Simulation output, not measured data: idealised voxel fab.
process module | voxel self aligned contacts
cross-section cut | 220 nm wide | cells 5 nm
A cross-section is a grid of square cells, given in bands from the top down. A band is one or more rows of cells.
Each band's line starts with the height of the band's top and of its bottom, in nm. Then come its materials from left to right, each with its width in nm. One material with "throughout" fills the band from edge to edge. "air" is empty space.
Height 0 is the level under which the wafer as received is all one material. The lowest band goes on downwards, as in "0 down".
A width such as "30 to 40" changes by the same amount from each row of cells to the next, from the band's top row to its bottom row.
"no change" after a step means that no cell of the cross-section changed.
closed voids: empty space of 8 cells or more with no open way to the top, each as width x height at its distance from the left edge, in nm
after a step's settings: what the simulator itself notes on the step
overlay nm, on a step with a mask: how far to the right of its planned place the mask lay; to the left if negative
plan
1 op RECEIVE | material Si
2 op OXIDIZE | depth nm 5
3 op DIRECTIONAL_DEP | material polySi | thk nm 30
4 op DIRECTIONAL_DEP | material SiN | thk nm 15
5 op MASKED_ETCH | tone cover | mask id GATE | width nm 30 | pitch nm 60 | etch materials SiN | depth nm 15 | overlay nm 0
6 op MASKED_ETCH | tone cover | mask id GATE | width nm 30 | pitch nm 60 | etch materials polySi | depth nm 30 | overlay nm -15
7 op CONFORMAL_DEP | material SiN | thk nm 5
8 op DIRECTIONAL_ETCH | etch materials SiN | depth nm 5
9 op FILL_DEP | material SiO2 | thk nm 15
10 op CMP | height nm 55
11 op PATTERN | tone open | mask id CONTACT | material resist | width nm 40 | pitch nm 60 | thk nm 20 | overlay nm 0
12 op DIRECTIONAL_ETCH | etch materials SiO2 | depth nm 60
13 op STRIP | etch materials resist
14 op CONFORMAL_DEP | material TiN | thk nm 5
15 op FILL_DEP | material W | thk nm 5
16 op CMP | height nm 55
17 op CONFORMAL_DEP | material SiN | thk nm 5
varied across the wafers: overlay nm of step 6. The plan shows the first wafer's value. All wafers start alike
first wafer as received, after step 1
  0 down: Si throughout
  closed voids: none
first wafer at the end, after step 17
  60 to 55: SiN throughout
  55 to 45: SiO2 60 | TiN 5 to 15 | W 30 to 10 | TiN 5 to 15 | SiO2 20 | TiN 5 to 15 | W 30 to 10 | TiN 5 to 15 | SiO2 60
  45 to 35: SiO2 30 | SiN 40 | TiN 5 | W 10 | TiN 5 | SiN 40 | TiN 5 | W 10 | TiN 5 | SiN 40 | SiO2 30
  35 to 30: SiO2 30 | SiN 40 | TiN 20 | SiN 40 | TiN 20 | SiN 40 | SiO2 30
  30 to 0: SiO2 15 | SiN 5 | polySi 45 | SiN 5 | TiN 5 | SiN 5 | polySi 45 | SiN 5 | TiN 5 | SiN 5 | polySi 45 | SiN 5 | SiO2 30
  0 to -5: SiO2 70 | TiN 5 | SiO2 55 | TiN 5 | SiO2 85
  -5 down: Si throughout
  closed voids: none
last wafer at the end
  60 to 55: SiN throughout
  55 to 45: SiO2 60 | TiN 5 to 15 | W 30 to 10 | TiN 5 to 15 | SiO2 20 | TiN 5 to 15 | W 30 to 10 | TiN 5 to 15 | SiO2 60
  45 to 35: SiO2 30 | SiN 40 | TiN 5 | W 10 | TiN 5 | SiN 40 | TiN 5 | W 10 | TiN 5 | SiN 40 | SiO2 30
  35 to 30: SiO2 30 | SiN 40 | TiN 20 | SiN 40 | TiN 20 | SiN 40 | SiO2 30
  30 to 0: SiO2 30 | SiN 5 | polySi 45 | SiN 5 | TiN 5 | SiN 5 | polySi 45 | SiN 5 | TiN 5 | SiN 5 | polySi 45 | SiN 5 | SiO2 15
  0 to -5: SiO2 85 | TiN 5 | SiO2 55 | TiN 5 | SiO2 70
  -5 down: Si throughout
  closed voids: none
each wafer at the end: cells of each material gained (+) or lost (-) since it was received, then its closed voids
overlay nm -15 | -44 Si | +152 SiN | +188 SiO2 | +46 TiN | +24 W | +162 polySi | closed voids: none
overlay nm -10 | -44 Si | +152 SiN | +192 SiO2 | +60 TiN | +24 W | +144 polySi | closed voids: none
overlay nm -5 | -44 Si | +152 SiN | +196 SiO2 | +60 TiN | +38 W | +126 polySi | closed voids: none
overlay nm 0 | -44 Si | +152 SiN | +200 SiO2 | +60 TiN | +52 W | +108 polySi | closed voids: none
overlay nm 5 | -44 Si | +152 SiN | +196 SiO2 | +60 TiN | +38 W | +126 polySi | closed voids: none
overlay nm 10 | -44 Si | +152 SiN | +192 SiO2 | +60 TiN | +24 W | +144 polySi | closed voids: none
overlay nm 15 | -44 Si | +152 SiN | +188 SiO2 | +46 TiN | +24 W | +162 polySi | closed voids: none
